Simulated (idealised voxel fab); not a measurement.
voxel ribs on slabs: a process module
Xsec cut, 240 nm wide, square cell size 5 nm.
We lay out every cross-section as a grid of square cells and spell it out in bands from the top down, where one band means one or more rows of cells.
Band entry format. Leading values: height of top, height of bottom, nm. Remainder: materials in left-to-right order, each with its width in nm. Special words: "all across" on a single material, which then fills the band edge to edge; "empty", empty space.
Zero point of the height axis is 0; under it, received wafer = one material. Lowest band: continues down indefinitely, "0 down".
Note: "30..40" means the width goes from the first number (top row of the band) to the second number (bottom row) in equal steps per row of cells.
"no alterations made" -> step changed no cross-section cell.
Under "Sealed internal cavities" you'll find the enclosed gaps, the ones with no way out to the top, that are 8 cells or bigger; each reads width x height at distance, with distance counted from the left edge, everything in nm.
What comes after the settings on a step's line is commentary from the simulator itself on that step.
overlay nm: mask right of planned place by this much (step with mask). Neg. = left.
Pairs follow: section before one process step, section after it down to the lowest changed band, step with settings underneath. Pairs may come from different runs of this module on the same starting wafer; continuity with the pair above only as stated in the "Before the step" entry.
BEFORE THE STEP
> 0 down = Si all across
> Sealed internal cavities: none
POST-STEP GEOMETRY
> 30 to 0 = SiO2 all across
> Below 0 it's all the same as before, nothing changed down there.
> Sealed internal cavities: none
Between the cross-sections above, the step performed was DIRECTIONAL_DEP, material SiO2, thk nm 30
Before the step: the pre-step structure is the one depicted after the step in the pair just above.
POST-STEP GEOMETRY
> 50 to 30 = SiN all across
> Below 30 it's all the same as before, nothing changed down there.
> Sealed internal cavities: none
Between the cross-sections above, the step performed was DIRECTIONAL_DEP, material SiN, thk nm 20
Before the step: the pre-step structure is the one depicted after the step in the pair just above.
POST-STEP GEOMETRY
> 50 to 45 = empty 105, SiN 25, empty 110
> Below 45 it's all the same as before, nothing changed down there.
> Sealed internal cavities: none
Between the cross-sections above, the step performed was MASKED_ETCH, tone cover, mask id RIB, width nm 25, etch materials SiN, depth nm 5, overlay nm 0
Before the step: the pre-step structure is the one depicted after the step in the pair just above.
POST-STEP GEOMETRY
> 70 to 50 = empty 85, resist 65, empty 90
> 50 to 45 = empty 85, resist 20, SiN 25, resist 20, empty 90
> Below 45 it's all the same as before, nothing changed down there.
> Sealed internal cavities: none
Between the cross-sections above, the step performed was PATTERN, tone cover, mask id SLAB, material resist, width nm 65, thk nm 20, overlay nm 0
Before the step: the pre-step structure is the one depicted after the step in the pair just above.
POST-STEP GEOMETRY
> 70 to 50 = empty 85, resist 65, empty 90
> 50 to 45 = empty 85, resist 20, SiN 25, resist 20, empty 90
> 45 to 30 = empty 85, SiN 65, empty 90
> Below 30 it's all the same as before, nothing changed down there.
> Sealed internal cavities: none
Between the cross-sections above, the step performed was DIRECTIONAL_ETCH, etch materials SiN, depth nm 15
Before the step: the pre-step structure is the one depicted after the step in the pair just above.
POST-STEP GEOMETRY
> 50 to 45 = empty 105, SiN 25, empty 110
> Below 45 it's all the same as before, nothing changed down there.
> Sealed internal cavities: none
Between the cross-sections above, the step performed was STRIP, etch materials resist
Before the step: the pre-step structure is the one depicted after the step in the pair just above.
POST-STEP GEOMETRY
> 65 to 50 = SiO2 all across
> 50 to 45 = SiO2 105, SiN 25, SiO2 110
> 45 to 30 = SiO2 85, SiN 65, SiO2 90
> Below 30 it's all the same as before, nothing changed down there.
> Sealed internal cavities: none
Between the cross-sections above, the step performed was FILL_DEP, material SiO2, thk nm 15
Before the step: the pre-step structure is the one depicted after the step in the pair just above.
POST-STEP GEOMETRY
> 60 to 50 = SiO2 all across
> Below 50 it's all the same as before, nothing changed down there.
> Sealed internal cavities: none
Between the cross-sections above, the step performed was CMP, height nm 60
Before the step: the pre-step structure is the one depicted after the step in the pair just above.
POST-STEP GEOMETRY
> 65 to 60 = TiN all across
> Below 60 it's all the same as before, nothing changed down there.
> Sealed internal cavities: none
Between the cross-sections above, the step performed was DIRECTIONAL_DEP, material TiN, thk nm 5
Before the step: the pre-step structure is the one depicted after the step in the pair just above.
POST-STEP GEOMETRY
> 75 to 65 = aC all across
> Below 65 it's all the same as before, nothing changed down there.
> Sealed internal cavities: none
Between the cross-sections above, the step performed was DIRECTIONAL_DEP, material aC, thk nm 10
Before the step: the pre-step structure is the one depicted after the step in the pair just above.
POST-STEP GEOMETRY
> 100 to 75 = empty 100, resist 35, empty 105
> Below 75 it's all the same as before, nothing changed down there.
> Sealed internal cavities: none
Between the cross-sections above, the step performed was PATTERN, tone cover, mask id HEATER, material resist, width nm 35, thk nm 25, overlay nm 0
Before the step: the pre-step structure is the one depicted after the step in the pair just above.
POST-STEP GEOMETRY
> 90 to 75 = empty 100, resist 35, empty 105
> 75 to 65 = empty 100, aC 35, empty 105
> Below 65 it's all the same as before, nothing changed down there.
> Sealed internal cavities: none
Between the cross-sections above, the step performed was DIRECTIONAL_ETCH, etch materials aC, depth nm 10
Before the step: the pre-step structure is the one depicted after the step in the pair just above.
POST-STEP GEOMETRY
> 75 to 65 = empty 100, aC 35, empty 105
> Below 65 it's all the same as before, nothing changed down there.
> Sealed internal cavities: none
Between the cross-sections above, the step performed was STRIP, etch materials resist
Before the step: the pre-step structure is the one depicted after the step in the pair just above.
POST-STEP GEOMETRY
> 75 to 65 = empty 100, aC 35, empty 105
> 65 to 60 = empty 100, TiN 35, empty 105
> Below 60 it's all the same as before, nothing changed down there.
> Sealed internal cavities: none
Between the cross-sections above, the step performed was DIRECTIONAL_ETCH, etch materials TiN, depth nm 5
Before the step: the pre-step structure is the one depicted after the step in the pair just above.
POST-STEP GEOMETRY
> 65 to 60 = empty 100, TiN 35, empty 105
> Below 60 it's all the same as before, nothing changed down there.
> Sealed internal cavities: none
Between the cross-sections above, the step performed was STRIP, etch materials aC
Before the step: the pre-step structure is the one depicted after the step in the pair just above.
POST-STEP GEOMETRY
> 75 to 70 = empty 90, SiO2 55, empty 95
> 70 to 65 = SiO2 all across
> 65 to 60 = SiO2 100, TiN 35, SiO2 105
> Below 60 it's all the same as before, nothing changed down there.
> Sealed internal cavities: none
Between the cross-sections above, the step performed was CONFORMAL_DEP, material SiO2, thk nm 10
BEFORE THE STEP
> 50 to 30 = SiN all across
> 30 to 0 = SiO2 all across
> 0 down = Si all across
> Sealed internal cavities: none
POST-STEP GEOMETRY
> 70 to 30 = SiN all across
> Below 30 it's all the same as before, nothing changed down there.
> Sealed internal cavities: none
Between the cross-sections above, the step performed was DIRECTIONAL_DEP, material SiN, thk nm 20
Before the step: the pre-step structure is the one depicted after the step in the pair just above.
POST-STEP GEOMETRY
> 70 to 65 = empty 105, SiN 25, empty 110
> Below 65 it's all the same as before, nothing changed down there.
> Sealed internal cavities: none
Between the cross-sections above, the step performed was MASKED_ETCH, tone cover, mask id RIB, width nm 25, etch materials SiN, depth nm 5, overlay nm 0
Before the step: the pre-step structure is the one depicted after the step in the pair just above.
POST-STEP GEOMETRY
> 90 to 70 = empty 85, resist 65, empty 90
> 70 to 65 = empty 85, resist 20, SiN 25, resist 20, empty 90
> Below 65 it's all the same as before, nothing changed down there.
> Sealed internal cavities: none
Between the cross-sections above, the step performed was PATTERN, tone cover, mask id SLAB, material resist, width nm 65, thk nm 20, overlay nm 0
Before the step: the pre-step structure is the one depicted after the step in the pair just above.
POST-STEP GEOMETRY
> 90 to 70 = empty 85, resist 65, empty 90
> 70 to 65 = empty 85, resist 20, SiN 25, resist 20, empty 90
> 65 to 50 = empty 85, SiN 65, empty 90
> Below 50 it's all the same as before, nothing changed down there.
> Sealed internal cavities: none
Between the cross-sections above, the step performed was DIRECTIONAL_ETCH, etch materials SiN, depth nm 15
Before the step: the pre-step structure is the one depicted after the step in the pair just above.
POST-STEP GEOMETRY
> 70 to 65 = empty 105, SiN 25, empty 110
> Below 65 it's all the same as before, nothing changed down there.
> Sealed internal cavities: none
Between the cross-sections above, the step performed was STRIP, etch materials resist
Before the step: the pre-step structure is the one depicted after the step in the pair just above.
POST-STEP GEOMETRY
> 85 to 70 = SiO2 all across
> 70 to 65 = SiO2 105, SiN 25, SiO2 110
> 65 to 50 = SiO2 85, SiN 65, SiO2 90
> Below 50 it's all the same as before, nothing changed down there.
> Sealed internal cavities: none
Between the cross-sections above, the step performed was FILL_DEP, material SiO2, thk nm 15
Before the step: the pre-step structure is the one depicted after the step in the pair just above.
POST-STEP GEOMETRY
> 60 to 50 = SiO2 85, SiN 65, SiO2 90
> Below 50 it's all the same as before, nothing changed down there.
> Sealed internal cavities: none
Between the cross-sections above, the step performed was CMP, height nm 60
Before the step: the pre-step structure is the one depicted after the step in the pair just above.
POST-STEP GEOMETRY
> 65 to 60 = TiN all across
> Below 60 it's all the same as before, nothing changed down there.
> Sealed internal cavities: none
Between the cross-sections above, the step performed was DIRECTIONAL_DEP, material TiN, thk nm 5
Before the step: the pre-step structure is the one depicted after the step in the pair just above.
POST-STEP GEOMETRY
> 75 to 65 = aC all across
> Below 65 it's all the same as before, nothing changed down there.
> Sealed internal cavities: none
Between the cross-sections above, the step performed was DIRECTIONAL_DEP, material aC, thk nm 10
Before the step: the pre-step structure is the one depicted after the step in the pair just above.
POST-STEP GEOMETRY
> 100 to 75 = empty 100, resist 35, empty 105
> Below 75 it's all the same as before, nothing changed down there.
> Sealed internal cavities: none
Between the cross-sections above, the step performed was PATTERN, tone cover, mask id HEATER, material resist, width nm 35, thk nm 25, overlay nm 0
Before the step: the pre-step structure is the one depicted after the step in the pair just above.
POST-STEP GEOMETRY
> 90 to 75 = empty 100, resist 35, empty 105
> 75 to 65 = empty 100, aC 35, empty 105
> Below 65 it's all the same as before, nothing changed down there.
> Sealed internal cavities: none
Between the cross-sections above, the step performed was DIRECTIONAL_ETCH, etch materials aC, depth nm 10
Before the step: the pre-step structure is the one depicted after the step in the pair just above.
POST-STEP GEOMETRY
> 75 to 65 = empty 100, aC 35, empty 105
> Below 65 it's all the same as before, nothing changed down there.
> Sealed internal cavities: none
Between the cross-sections above, the step performed was STRIP, etch materials resist
Before the step: the pre-step structure is the one depicted after the step in the pair just above.
POST-STEP GEOMETRY
> 75 to 65 = empty 100, aC 35, empty 105
> 65 to 60 = empty 100, TiN 35, empty 105
> Below 60 it's all the same as before, nothing changed down there.
> Sealed internal cavities: none
Between the cross-sections above, the step performed was DIRECTIONAL_ETCH, etch materials TiN, depth nm 5
Before the step: the pre-step structure is the one depicted after the step in the pair just above.
POST-STEP GEOMETRY
> 65 to 60 = empty 100, TiN 35, empty 105
> Below 60 it's all the same as before, nothing changed down there.
> Sealed internal cavities: none
Between the cross-sections above, the step performed was STRIP, etch materials aC
Before the step: the pre-step structure is the one depicted after the step in the pair just above.
POST-STEP GEOMETRY
> 75 to 70 = empty 90, SiO2 55, empty 95
> 70 to 65 = SiO2 all across
> 65 to 60 = SiO2 100, TiN 35, SiO2 105
> Below 60 it's all the same as before, nothing changed down there.
> Sealed internal cavities: none
Between the cross-sections above, the step performed was CONFORMAL_DEP, material SiO2, thk nm 10
BEFORE THE STEP
> 0 down = Si all across
> Sealed internal cavities: none
POST-STEP GEOMETRY
> 20 to 0 = SiN all across
> Below 0 it's all the same as before, nothing changed down there.
> Sealed internal cavities: none
Between the cross-sections above, the step performed was DIRECTIONAL_DEP, material SiN, thk nm 20
Before the step: the pre-step structure is the one depicted after the step in the pair just above.
POST-STEP GEOMETRY
> 50 to 20 = SiO2 all across
> Below 20 it's all the same as before, nothing changed down there.
> Sealed internal cavities: none
Between the cross-sections above, the step performed was DIRECTIONAL_DEP, material SiO2, thk nm 30
Before the step: the pre-step structure is the one depicted after the step in the pair just above.
POST-STEP GEOMETRY
> 70 to 50 = empty 85, resist 65, empty 90
> Below 50 it's all the same as before, nothing changed down there.
> Sealed internal cavities: none
Between the cross-sections above, the step performed was PATTERN, tone cover, mask id SLAB, material resist, width nm 65, thk nm 20, overlay nm 0
Before the step: the pre-step structure is the one depicted after the step in the pair just above.
POST-STEP GEOMETRY
> 50 to 20 = SiO2 all across
> Below 20 it's all the same as before, nothing changed down there.
> Sealed internal cavities: none
Between the cross-sections above, the step performed was STRIP, etch materials resist
Before the step: the pre-step structure is the one depicted after the step in the pair just above.
POST-STEP GEOMETRY
> 65 to 20 = SiO2 all across
> Below 20 it's all the same as before, nothing changed down there.
> Sealed internal cavities: none
Between the cross-sections above, the step performed was FILL_DEP, material SiO2, thk nm 15
Before the step: the pre-step structure is the one depicted after the step in the pair just above.
POST-STEP GEOMETRY
> 60 to 20 = SiO2 all across
> Below 20 it's all the same as before, nothing changed down there.
> Sealed internal cavities: none
Between the cross-sections above, the step performed was CMP, height nm 60
Before the step: the pre-step structure is the one depicted after the step in the pair just above.
POST-STEP GEOMETRY
> 65 to 60 = TiN all across
> Below 60 it's all the same as before, nothing changed down there.
> Sealed internal cavities: none
Between the cross-sections above, the step performed was DIRECTIONAL_DEP, material TiN, thk nm 5
Before the step: the pre-step structure is the one depicted after the step in the pair just above.
POST-STEP GEOMETRY
> 75 to 65 = aC all across
> Below 65 it's all the same as before, nothing changed down there.
> Sealed internal cavities: none
Between the cross-sections above, the step performed was DIRECTIONAL_DEP, material aC, thk nm 10
Before the step: the pre-step structure is the one depicted after the step in the pair just above.
POST-STEP GEOMETRY
> 100 to 75 = empty 100, resist 35, empty 105
> Below 75 it's all the same as before, nothing changed down there.
> Sealed internal cavities: none
Between the cross-sections above, the step performed was PATTERN, tone cover, mask id HEATER, material resist, width nm 35, thk nm 25, overlay nm 0
Before the step: the pre-step structure is the one depicted after the step in the pair just above.
POST-STEP GEOMETRY
> 90 to 75 = empty 100, resist 35, empty 105
> 75 to 65 = empty 100, aC 35, empty 105
> Below 65 it's all the same as before, nothing changed down there.
> Sealed internal cavities: none
Between the cross-sections above, the step performed was DIRECTIONAL_ETCH, etch materials aC, depth nm 10
Before the step: the pre-step structure is the one depicted after the step in the pair just above.
POST-STEP GEOMETRY
> 75 to 65 = empty 100, aC 35, empty 105
> Below 65 it's all the same as before, nothing changed down there.
> Sealed internal cavities: none
Between the cross-sections above, the step performed was STRIP, etch materials resist
Before the step: the pre-step structure is the one depicted after the step in the pair just above.
POST-STEP GEOMETRY
> 75 to 65 = empty 100, aC 35, empty 105
> 65 to 60 = empty 100, TiN 35, empty 105
> Below 60 it's all the same as before, nothing changed down there.
> Sealed internal cavities: none
Between the cross-sections above, the step performed was DIRECTIONAL_ETCH, etch materials TiN, depth nm 5
Before the step: the pre-step structure is the one depicted after the step in the pair just above.
POST-STEP GEOMETRY
> 65 to 60 = empty 100, TiN 35, empty 105
> Below 60 it's all the same as before, nothing changed down there.
> Sealed internal cavities: none
Between the cross-sections above, the step performed was STRIP, etch materials aC
Before the step: the pre-step structure is the one depicted after the step in the pair just above.
POST-STEP GEOMETRY
> 75 to 70 = empty 90, SiO2 55, empty 95
> 70 to 65 = SiO2 all across
> 65 to 60 = SiO2 100, TiN 35, SiO2 105
> Below 60 it's all the same as before, nothing changed down there.
> Sealed internal cavities: none
Between the cross-sections above, the step performed was CONFORMAL_DEP, material SiO2, thk nm 10
BEFORE THE STEP
> 50 to 30 = SiN all across
> 30 to 0 = SiO2 all across
> 0 down = Si all across
> Sealed internal cavities: none
POST-STEP GEOMETRY
> 50 to 35 = empty 105, SiN 25, empty 110
> Below 35 it's all the same as before, nothing changed down there.
> Sealed internal cavities: none
Between the cross-sections above, the step performed was MASKED_ETCH, tone cover, mask id RIB, width nm 25, etch materials SiN, depth nm 15, overlay nm 0
Before the step: the pre-step structure is the one depicted after the step in the pair just above.
POST-STEP GEOMETRY
> 70 to 50 = empty 85, resist 65, empty 90
> 50 to 35 = empty 85, resist 20, SiN 25, resist 20, empty 90
> Below 35 it's all the same as before, nothing changed down there.
> Sealed internal cavities: none
Between the cross-sections above, the step performed was PATTERN, tone cover, mask id SLAB, material resist, width nm 65, thk nm 20, overlay nm 0
Before the step: the pre-step structure is the one depicted after the step in the pair just above.
POST-STEP GEOMETRY
> 70 to 50 = empty 85, resist 65, empty 90
> 50 to 35 = empty 85, resist 20, SiN 25, resist 20, empty 90
> 35 to 30 = empty 85, SiN 65, empty 90
> Below 30 it's all the same as before, nothing changed down there.
> Sealed internal cavities: none
Between the cross-sections above, the step performed was DIRECTIONAL_ETCH, etch materials SiN, depth nm 15
Before the step: the pre-step structure is the one depicted after the step in the pair just above.
POST-STEP GEOMETRY
> 50 to 35 = empty 105, SiN 25, empty 110
> Below 35 it's all the same as before, nothing changed down there.
> Sealed internal cavities: none
Between the cross-sections above, the step performed was STRIP, etch materials resist
Before the step: the pre-step structure is the one depicted after the step in the pair just above.
POST-STEP GEOMETRY
> 65 to 50 = SiO2 all across
> 50 to 35 = SiO2 105, SiN 25, SiO2 110
> 35 to 30 = SiO2 85, SiN 65, SiO2 90
> Below 30 it's all the same as before, nothing changed down there.
> Sealed internal cavities: none
Between the cross-sections above, the step performed was FILL_DEP, material SiO2, thk nm 15
Before the step: the pre-step structure is the one depicted after the step in the pair just above.
POST-STEP GEOMETRY
> 60 to 50 = SiO2 all across
> Below 50 it's all the same as before, nothing changed down there.
> Sealed internal cavities: none
Between the cross-sections above, the step performed was CMP, height nm 60
Before the step: the pre-step structure is the one depicted after the step in the pair just above.
POST-STEP GEOMETRY
> 65 to 60 = TiN all across
> Below 60 it's all the same as before, nothing changed down there.
> Sealed internal cavities: none
Between the cross-sections above, the step performed was DIRECTIONAL_DEP, material TiN, thk nm 5
Before the step: the pre-step structure is the one depicted after the step in the pair just above.
POST-STEP GEOMETRY
> 75 to 65 = aC all across
> Below 65 it's all the same as before, nothing changed down there.
> Sealed internal cavities: none
Between the cross-sections above, the step performed was DIRECTIONAL_DEP, material aC, thk nm 10
Before the step: the pre-step structure is the one depicted after the step in the pair just above.
POST-STEP GEOMETRY
> 100 to 75 = empty 100, resist 35, empty 105
> Below 75 it's all the same as before, nothing changed down there.
> Sealed internal cavities: none
Between the cross-sections above, the step performed was PATTERN, tone cover, mask id HEATER, material resist, width nm 35, thk nm 25, overlay nm 0
Before the step: the pre-step structure is the one depicted after the step in the pair just above.
POST-STEP GEOMETRY
> 90 to 75 = empty 100, resist 35, empty 105
> 75 to 65 = empty 100, aC 35, empty 105
> Below 65 it's all the same as before, nothing changed down there.
> Sealed internal cavities: none
Between the cross-sections above, the step performed was DIRECTIONAL_ETCH, etch materials aC, depth nm 10
Before the step: the pre-step structure is the one depicted after the step in the pair just above.
POST-STEP GEOMETRY
> 75 to 65 = empty 100, aC 35, empty 105
> Below 65 it's all the same as before, nothing changed down there.
> Sealed internal cavities: none
Between the cross-sections above, the step performed was STRIP, etch materials resist
Before the step: the pre-step structure is the one depicted after the step in the pair just above.
POST-STEP GEOMETRY
> 75 to 65 = empty 100, aC 35, empty 105
> 65 to 60 = empty 100, TiN 35, empty 105
> Below 60 it's all the same as before, nothing changed down there.
> Sealed internal cavities: none
Between the cross-sections above, the step performed was DIRECTIONAL_ETCH, etch materials TiN, depth nm 5
Before the step: the pre-step structure is the one depicted after the step in the pair just above.
POST-STEP GEOMETRY
> 65 to 60 = empty 100, TiN 35, empty 105
> Below 60 it's all the same as before, nothing changed down there.
> Sealed internal cavities: none
Between the cross-sections above, the step performed was STRIP, etch materials aC
Before the step: the pre-step structure is the one depicted after the step in the pair just above.
POST-STEP GEOMETRY
> 75 to 70 = empty 90, SiO2 55, empty 95
> 70 to 65 = SiO2 all across
> 65 to 60 = SiO2 100, TiN 35, SiO2 105
> Below 60 it's all the same as before, nothing changed down there.
> Sealed internal cavities: none
Between the cross-sections above, the step performed was CONFORMAL_DEP, material SiO2, thk nm 10
BEFORE THE STEP
> 50 to 30 = SiN all across
> 30 to 0 = SiO2 all across
> 0 down = Si all across
> Sealed internal cavities: none
POST-STEP GEOMETRY
> 50 to 45 = empty 100, SiN 35, empty 105
> Below 45 it's all the same as before, nothing changed down there.
> Sealed internal cavities: none
Between the cross-sections above, the step performed was MASKED_ETCH, tone cover, mask id RIB, width nm 35, etch materials SiN, depth nm 5, overlay nm 0
Before the step: the pre-step structure is the one depicted after the step in the pair just above.
POST-STEP GEOMETRY
> 70 to 50 = empty 85, resist 65, empty 90
> 50 to 45 = empty 85, resist 15, SiN 35, resist 15, empty 90
> Below 45 it's all the same as before, nothing changed down there.
> Sealed internal cavities: none
Between the cross-sections above, the step performed was PATTERN, tone cover, mask id SLAB, material resist, width nm 65, thk nm 20, overlay nm 0
Before the step: the pre-step structure is the one depicted after the step in the pair just above.
POST-STEP GEOMETRY
> 70 to 50 = empty 85, resist 65, empty 90
> 50 to 45 = empty 85, resist 15, SiN 35, resist 15, empty 90
> 45 to 30 = empty 85, SiN 65, empty 90
> Below 30 it's all the same as before, nothing changed down there.
> Sealed internal cavities: none
Between the cross-sections above, the step performed was DIRECTIONAL_ETCH, etch materials SiN, depth nm 15
Before the step: the pre-step structure is the one depicted after the step in the pair just above.
POST-STEP GEOMETRY
> 50 to 45 = empty 100, SiN 35, empty 105
> Below 45 it's all the same as before, nothing changed down there.
> Sealed internal cavities: none
Between the cross-sections above, the step performed was STRIP, etch materials resist
Before the step: the pre-step structure is the one depicted after the step in the pair just above.
POST-STEP GEOMETRY
> 65 to 50 = SiO2 all across
> 50 to 45 = SiO2 100, SiN 35, SiO2 105
> 45 to 30 = SiO2 85, SiN 65, SiO2 90
> Below 30 it's all the same as before, nothing changed down there.
> Sealed internal cavities: none
Between the cross-sections above, the step performed was FILL_DEP, material SiO2, thk nm 15
Before the step: the pre-step structure is the one depicted after the step in the pair just above.
POST-STEP GEOMETRY
> 60 to 50 = SiO2 all across
> Below 50 it's all the same as before, nothing changed down there.
> Sealed internal cavities: none
Between the cross-sections above, the step performed was CMP, height nm 60
Before the step: the pre-step structure is the one depicted after the step in the pair just above.
POST-STEP GEOMETRY
> 65 to 60 = TiN all across
> Below 60 it's all the same as before, nothing changed down there.
> Sealed internal cavities: none
Between the cross-sections above, the step performed was DIRECTIONAL_DEP, material TiN, thk nm 5
Before the step: the pre-step structure is the one depicted after the step in the pair just above.
POST-STEP GEOMETRY
> 75 to 65 = aC all across
> Below 65 it's all the same as before, nothing changed down there.
> Sealed internal cavities: none
Between the cross-sections above, the step performed was DIRECTIONAL_DEP, material aC, thk nm 10
Before the step: the pre-step structure is the one depicted after the step in the pair just above.
POST-STEP GEOMETRY
> 100 to 75 = empty 100, resist 35, empty 105
> Below 75 it's all the same as before, nothing changed down there.
> Sealed internal cavities: none
Between the cross-sections above, the step performed was PATTERN, tone cover, mask id HEATER, material resist, width nm 35, thk nm 25, overlay nm 0
Before the step: the pre-step structure is the one depicted after the step in the pair just above.
POST-STEP GEOMETRY
> 90 to 75 = empty 100, resist 35, empty 105
> 75 to 65 = empty 100, aC 35, empty 105
> Below 65 it's all the same as before, nothing changed down there.
> Sealed internal cavities: none
Between the cross-sections above, the step performed was DIRECTIONAL_ETCH, etch materials aC, depth nm 10
Before the step: the pre-step structure is the one depicted after the step in the pair just above.
POST-STEP GEOMETRY
> 75 to 65 = empty 100, aC 35, empty 105
> Below 65 it's all the same as before, nothing changed down there.
> Sealed internal cavities: none
Between the cross-sections above, the step performed was STRIP, etch materials resist
Before the step: the pre-step structure is the one depicted after the step in the pair just above.
POST-STEP GEOMETRY
> 75 to 65 = empty 100, aC 35, empty 105
> 65 to 60 = empty 100, TiN 35, empty 105
> Below 60 it's all the same as before, nothing changed down there.
> Sealed internal cavities: none
Between the cross-sections above, the step performed was DIRECTIONAL_ETCH, etch materials TiN, depth nm 5
Before the step: the pre-step structure is the one depicted after the step in the pair just above.
POST-STEP GEOMETRY
> 65 to 60 = empty 100, TiN 35, empty 105
> Below 60 it's all the same as before, nothing changed down there.
> Sealed internal cavities: none
Between the cross-sections above, the step performed was STRIP, etch materials aC
Before the step: the pre-step structure is the one depicted after the step in the pair just above.
POST-STEP GEOMETRY
> 75 to 70 = empty 90, SiO2 55, empty 95
> 70 to 65 = SiO2 all across
> 65 to 60 = SiO2 100, TiN 35, SiO2 105
> Below 60 it's all the same as before, nothing changed down there.
> Sealed internal cavities: none
Between the cross-sections above, the step performed was CONFORMAL_DEP, material SiO2, thk nm 10
BEFORE THE STEP
> 50 to 45 = empty 105, SiN 25, empty 110
> 45 to 30 = SiN all across
> 30 to 0 = SiO2 all across
> 0 down = Si all across
> Sealed internal cavities: none
POST-STEP GEOMETRY
> 70 to 50 = empty 80, resist 65, empty 95
> 50 to 45 = empty 80, resist 25, SiN 25, resist 15, empty 95
> Below 45 it's all the same as before, nothing changed down there.
> Sealed internal cavities: none
Between the cross-sections above, the step performed was PATTERN, tone cover, mask id SLAB, material resist, width nm 65, thk nm 20, overlay nm -5
Before the step: the pre-step structure is the one depicted after the step in the pair just above.
POST-STEP GEOMETRY
> 70 to 50 = empty 80, resist 65, empty 95
> 50 to 45 = empty 80, resist 25, SiN 25, resist 15, empty 95
> 45 to 30 = empty 80, SiN 65, empty 95
> Below 30 it's all the same as before, nothing changed down there.
> Sealed internal cavities: none
Between the cross-sections above, the step performed was DIRECTIONAL_ETCH, etch materials SiN, depth nm 15
Before the step: the pre-step structure is the one depicted after the step in the pair just above.
POST-STEP GEOMETRY
> 50 to 45 = empty 105, SiN 25, empty 110
> Below 45 it's all the same as before, nothing changed down there.
> Sealed internal cavities: none
Between the cross-sections above, the step performed was STRIP, etch materials resist
Before the step: the pre-step structure is the one depicted after the step in the pair just above.
POST-STEP GEOMETRY
> 65 to 50 = SiO2 all across
> 50 to 45 = SiO2 105, SiN 25, SiO2 110
> 45 to 30 = SiO2 80, SiN 65, SiO2 95
> Below 30 it's all the same as before, nothing changed down there.
> Sealed internal cavities: none
Between the cross-sections above, the step performed was FILL_DEP, material SiO2, thk nm 15
Before the step: the pre-step structure is the one depicted after the step in the pair just above.
POST-STEP GEOMETRY
> 60 to 50 = SiO2 all across
> Below 50 it's all the same as before, nothing changed down there.
> Sealed internal cavities: none
Between the cross-sections above, the step performed was CMP, height nm 60
Before the step: the pre-step structure is the one depicted after the step in the pair just above.
POST-STEP GEOMETRY
> 65 to 60 = TiN all across
> Below 60 it's all the same as before, nothing changed down there.
> Sealed internal cavities: none
Between the cross-sections above, the step performed was DIRECTIONAL_DEP, material TiN, thk nm 5
Before the step: the pre-step structure is the one depicted after the step in the pair just above.
POST-STEP GEOMETRY
> 75 to 65 = aC all across
> Below 65 it's all the same as before, nothing changed down there.
> Sealed internal cavities: none
Between the cross-sections above, the step performed was DIRECTIONAL_DEP, material aC, thk nm 10
Before the step: the pre-step structure is the one depicted after the step in the pair just above.
POST-STEP GEOMETRY
> 100 to 75 = empty 100, resist 35, empty 105
> Below 75 it's all the same as before, nothing changed down there.
> Sealed internal cavities: none
Between the cross-sections above, the step performed was PATTERN, tone cover, mask id HEATER, material resist, width nm 35, thk nm 25, overlay nm 0
Before the step: the pre-step structure is the one depicted after the step in the pair just above.
POST-STEP GEOMETRY
> 90 to 75 = empty 100, resist 35, empty 105
> 75 to 65 = empty 100, aC 35, empty 105
> Below 65 it's all the same as before, nothing changed down there.
> Sealed internal cavities: none
Between the cross-sections above, the step performed was DIRECTIONAL_ETCH, etch materials aC, depth nm 10
Before the step: the pre-step structure is the one depicted after the step in the pair just above.
POST-STEP GEOMETRY
> 75 to 65 = empty 100, aC 35, empty 105
> Below 65 it's all the same as before, nothing changed down there.
> Sealed internal cavities: none
Between the cross-sections above, the step performed was STRIP, etch materials resist
Before the step: the pre-step structure is the one depicted after the step in the pair just above.
POST-STEP GEOMETRY
> 75 to 65 = empty 100, aC 35, empty 105
> 65 to 60 = empty 100, TiN 35, empty 105
> Below 60 it's all the same as before, nothing changed down there.
> Sealed internal cavities: none
Between the cross-sections above, the step performed was DIRECTIONAL_ETCH, etch materials TiN, depth nm 5
Before the step: the pre-step structure is the one depicted after the step in the pair just above.
POST-STEP GEOMETRY
> 65 to 60 = empty 100, TiN 35, empty 105
> Below 60 it's all the same as before, nothing changed down there.
> Sealed internal cavities: none
Between the cross-sections above, the step performed was STRIP, etch materials aC
Before the step: the pre-step structure is the one depicted after the step in the pair just above.
POST-STEP GEOMETRY
> 75 to 70 = empty 90, SiO2 55, empty 95
> 70 to 65 = SiO2 all across
> 65 to 60 = SiO2 100, TiN 35, SiO2 105
> Below 60 it's all the same as before, nothing changed down there.
> Sealed internal cavities: none
Between the cross-sections above, the step performed was CONFORMAL_DEP, material SiO2, thk nm 10
BEFORE THE STEP
> 50 to 45 = empty 105, SiN 25, empty 110
> 45 to 30 = empty 85, SiN 65, empty 90
> 30 to 0 = SiO2 all across
> 0 down = Si all across
> Sealed internal cavities: none
POST-STEP GEOMETRY
> 65 to 50 = TiN all across
> 50 to 45 = TiN 105, SiN 25, TiN 110
> 45 to 30 = TiN 85, SiN 65, TiN 90
> Below 30 it's all the same as before, nothing changed down there.
> Sealed internal cavities: none
Between the cross-sections above, the step performed was FILL_DEP, material TiN, thk nm 15
Before the step: the pre-step structure is the one depicted after the step in the pair just above.
POST-STEP GEOMETRY
> 60 to 50 = TiN all across
> Below 50 it's all the same as before, nothing changed down there.
> Sealed internal cavities: none
Between the cross-sections above, the step performed was CMP, height nm 60
Before the step: the pre-step structure is the one depicted after the step in the pair just above.
POST-STEP GEOMETRY
> 65 to 50 = TiN all across
> Below 50 it's all the same as before, nothing changed down there.
> Sealed internal cavities: none
Between the cross-sections above, the step performed was DIRECTIONAL_DEP, material TiN, thk nm 5
Before the step: the pre-step structure is the one depicted after the step in the pair just above.
POST-STEP GEOMETRY
> 75 to 65 = aC all across
> Below 65 it's all the same as before, nothing changed down there.
> Sealed internal cavities: none
Between the cross-sections above, the step performed was DIRECTIONAL_DEP, material aC, thk nm 10
Before the step: the pre-step structure is the one depicted after the step in the pair just above.
POST-STEP GEOMETRY
> 100 to 75 = empty 100, resist 35, empty 105
> Below 75 it's all the same as before, nothing changed down there.
> Sealed internal cavities: none
Between the cross-sections above, the step performed was PATTERN, tone cover, mask id HEATER, material resist, width nm 35, thk nm 25, overlay nm 0
Before the step: the pre-step structure is the one depicted after the step in the pair just above.
POST-STEP GEOMETRY
> 90 to 75 = empty 100, resist 35, empty 105
> 75 to 65 = empty 100, aC 35, empty 105
> Below 65 it's all the same as before, nothing changed down there.
> Sealed internal cavities: none
Between the cross-sections above, the step performed was DIRECTIONAL_ETCH, etch materials aC, depth nm 10
Before the step: the pre-step structure is the one depicted after the step in the pair just above.
POST-STEP GEOMETRY
> 75 to 65 = empty 100, aC 35, empty 105
> Below 65 it's all the same as before, nothing changed down there.
> Sealed internal cavities: none
Between the cross-sections above, the step performed was STRIP, etch materials resist
